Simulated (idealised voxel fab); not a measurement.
Herein follows the process module entitled voxel wiring stack.
For reference, the cross-section in this document is cut, with width 220 nm and square cells of 5 nm.
A cross-section is a grid of square cells, given in bands from the top down. A band is one or more rows of cells. Top height, bottom height, nm. Materials left to right, width each, nm. Single material + "full width" = fills band edge to edge. "air" = empty. All heights in this document are referenced to 0, defined as the level beneath which the wafer, as received, consists entirely of one material. The lowest band is not bounded below; it extends indefinitely downward and is written in the form "z 0 and below". A width given as "30 to 40" starts at the first number in the band's top row and ends at the second number in its bottom row, shifting by an equal amount at every step from row to row. It should be understood that the words "identical to before", when stated for a given step, signify that the cross-section underwent no change in any of its cells during that step. Enclosed voids (no open way to top), threshold 8 cells or more, entry "Completely sealed voids", notation width x height at distance, distance from left edge, nm. Note: text after step settings on the step line = simulator remark on that step. overlay nm: where the mask lay relative to plan, measured to the right, on steps with a mask; negatives go left.

Planned step list for the process:
step 1: RECEIVE with material Si
step 2: CONFORMAL_DEP with material SiO2, thk nm 15
step 3: DIRECTIONAL_DEP with material TiN, thk nm 5
step 4: DIRECTIONAL_DEP with material W, thk nm 15
step 5: DIRECTIONAL_DEP with material aC, thk nm 10
step 6: PATTERN with tone cover, mask id METAL_1, material resist, width nm 25, pitch nm 40, thk nm 30, overlay nm 0
step 7: DIRECTIONAL_ETCH with etch materials aC, depth nm 10
step 8: STRIP with etch materials resist
step 9: DIRECTIONAL_ETCH with etch materials W, depth nm 15
step 10: DIRECTIONAL_ETCH with etch materials TiN, depth nm 5
step 11: STRIP with etch materials aC
step 12: CONFORMAL_DEP with material SiCN, thk nm 5
step 13: FILL_DEP with material SiO2, thk nm 5
step 14: CMP with height nm 35
step 15: CONFORMAL_DEP with material SiCN, thk nm 5
step 16: DIRECTIONAL_DEP with material SiO2, thk nm 30
step 17: DIRECTIONAL_DEP with material aC, thk nm 10
step 18: PATTERN with tone open, mask id METAL_2, material resist, width nm 25, pitch nm 40, thk nm 30, overlay nm 0
step 19: DIRECTIONAL_ETCH with etch materials aC, depth nm 10
step 20: STRIP with etch materials resist
step 21: DIRECTIONAL_ETCH with etch materials SiO2, depth nm 15
step 22: STRIP with etch materials aC
step 23: MASKED_ETCH with tone open, mask id METAL_2_HOLES, width nm 15, pitch nm 40, etch materials SiO2, depth nm 15, overlay nm 0
step 24: MASKED_ETCH with tone open, mask id METAL_2_HOLES, width nm 15, pitch nm 40, etch materials SiCN, depth nm 5, overlay nm 0
step 25: CONFORMAL_DEP with material TiN, thk nm 5
step 26: FILL_DEP with material Cu, thk nm 10
step 27: CMP with height nm 70
step 28: CONFORMAL_DEP with material SiN, thk nm 5

As received, after step 1:
    z 0 and below | Si full width
    Completely sealed voids: none

Module complete, cross-section. Starting point and plan per above. One mistake made in running the module:
    z 75 to 70 | SiN full width
    z 70 to 65 | Cu full width
    z 65 to 60 | TiN 80 nm, then Cu 15 nm, then TiN 25 nm, then Cu 15 nm, then TiN 85 nm
    z 60 to 50 | SiO2 75 nm, then TiN 5 nm, then Cu 15 nm, then TiN 5 nm, then SiO2 15 nm, then TiN 5 nm, then Cu 15 nm, then TiN 5 nm, then SiO2 80 nm
    z 50 to 45 | SiO2 75 nm, then TiN 5 nm, then Cu 5 nm, then TiN 15 nm, then SiO2 15 nm, then TiN 5 nm, then Cu 5 nm, then TiN 15 nm, then SiO2 80 nm
    z 45 to 30 | SiO2 75 nm, then TiN 5 nm, then Cu 5 nm, then TiN 5 nm, then SiO2 25 nm, then TiN 5 nm, then Cu 5 nm, then TiN 5 nm, then SiO2 90 nm
    z 30 to 25 | SiCN 75 nm, then TiN 15 nm, then SiCN 25 nm, then TiN 15 nm, then SiCN 90 nm
    z 25 to 20 | SiO2 70 nm, then SiCN 5 nm, then W 25 nm, then SiCN 5 nm, then SiO2 5 nm, then SiCN 5 nm, then W 25 nm, then SiCN 5 nm, then SiO2 75 nm
    z 20 to 15 | SiCN 75 nm, then TiN 25 nm, then SiCN 15 nm, then TiN 25 nm, then SiCN 80 nm
    z 15 to 0 | SiO2 full width
    z 0 and below | Si full width
    Completely sealed voids: none
Here's what went sideways: step 14 ran with different settings than intended, the actual operation and settings being CMP with height nm 25
